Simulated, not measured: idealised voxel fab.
Process module under the name voxel self aligned vias
It is cross-section cut that appears here, measuring 170 nm in width, its square cells being 5 nm in size.
If you're reading a cross-section in this doc, picture square cells in a grid; it comes to you as bands, top ones listed first down to the bottom, and a band can be one or more rows of cells. It is stipulated that each band's entry specify, in nanometres, the height of the top of the band and then that of its bottom, followed by the materials of the band in left-to-right sequence, each together with its width in nanometres. A single material marked by the word "edge to edge" is understood to fill the band from edge to edge; the word "blank" is understood to denote empty space. We count height from 0. Below that, the starting wafer is all one material. The lowest band never ends at the bottom but goes on down; see "0..down" for how that is written. Width "30->40": first value at the band's top row of cells, second value at its bottom row, equal change from row to row. Key: "stayed the same" - step with no changed cell in the cross-section. Entry "Closed empty spaces" = empty spaces >= 8 cells with no open way to the top; each as width x height at distance, distance from left edge, all nm. Read whatever lies past the settings on a step's line as the simulator's own remark about the step. overlay nm: mask offset rightward from planned place, masked step; negative means leftward offset.
**Steps planned for the process**
1) RECEIVE: material Si
2) CONFORMAL_DEP: material SiO2, thk nm 15
3) CONFORMAL_DEP: material SiCN, thk nm 5
4) DIRECTIONAL_DEP: material lowk, thk nm 30
5) DIRECTIONAL_DEP: material aC, thk nm 15
6) PATTERN: tone open, mask id LINES, material resist, width nm 30, pitch nm 60, thk nm 30, overlay nm 0
7) DIRECTIONAL_ETCH: etch materials aC, depth nm 15
8) STRIP: etch materials resist
9) DIRECTIONAL_ETCH: etch materials lowk, depth nm 30
10) STRIP: etch materials aC
11) CONFORMAL_DEP: material TiN, thk nm 5
12) FILL_DEP: material Ru, thk nm 5
13) CMP: height nm 50
14) SELECTIVE_ETCH: etch materials W Ru TiN, depth nm 5
15) FILL_DEP: material SiN, thk nm 5
16) CMP: height nm 50
17) DIRECTIONAL_DEP: material lowk, thk nm 20
18) DIRECTIONAL_DEP: material aC, thk nm 10
19) PATTERN: tone open, mask id VIAS, material resist, width nm 40, thk nm 25, overlay nm 0
20) DIRECTIONAL_ETCH: etch materials aC, depth nm 10
21) STRIP: etch materials resist
22) DIRECTIONAL_ETCH: etch materials lowk, depth nm 20
23) DIRECTIONAL_ETCH: etch materials SiN, depth nm 5
24) STRIP: etch materials aC
25) CONFORMAL_DEP: material TiN, thk nm 5
26) FILL_DEP: material W, thk nm 10
27) CMP: height nm 70
28) CONFORMAL_DEP: material SiN, thk nm 5
**Cross-section: wafer on arrival = after step 1**
	0..down | Si edge to edge
	Closed empty spaces: none
**Final cross-section, module run with one mistake (start and plan as above)**
	75..70 | SiN edge to edge
	70..65 | W edge to edge
	65..60 | TiN 40 | W 30 | TiN 100
	60..50 | lowk 35 | TiN 5 | W 30 | TiN 5 | lowk 95
	50..45 | lowk 35 | TiN 40 | lowk 25 | SiN 30 | lowk 40
	45..40 | lowk 35 | TiN 10 | Ru 20 | TiN 10 | lowk 25 | TiN 5 | Ru 20 | TiN 5 | lowk 40
	40..25 | lowk 40 | TiN 5 | Ru 20 | TiN 5 | lowk 30 | TiN 5 | Ru 20 | TiN 5 | lowk 40
	25..20 | lowk 40 | TiN 30 | lowk 30 | TiN 30 | lowk 40
	20..15 | SiCN edge to edge
	15..0 | SiO2 edge to edge
	0..down | Si edge to edge
	Closed empty spaces: none
The plan and the run diverged here: the process deviated at step 17: the operation and settings actually run there were DIRECTIONAL_DEP: material lowk, thk nm 10
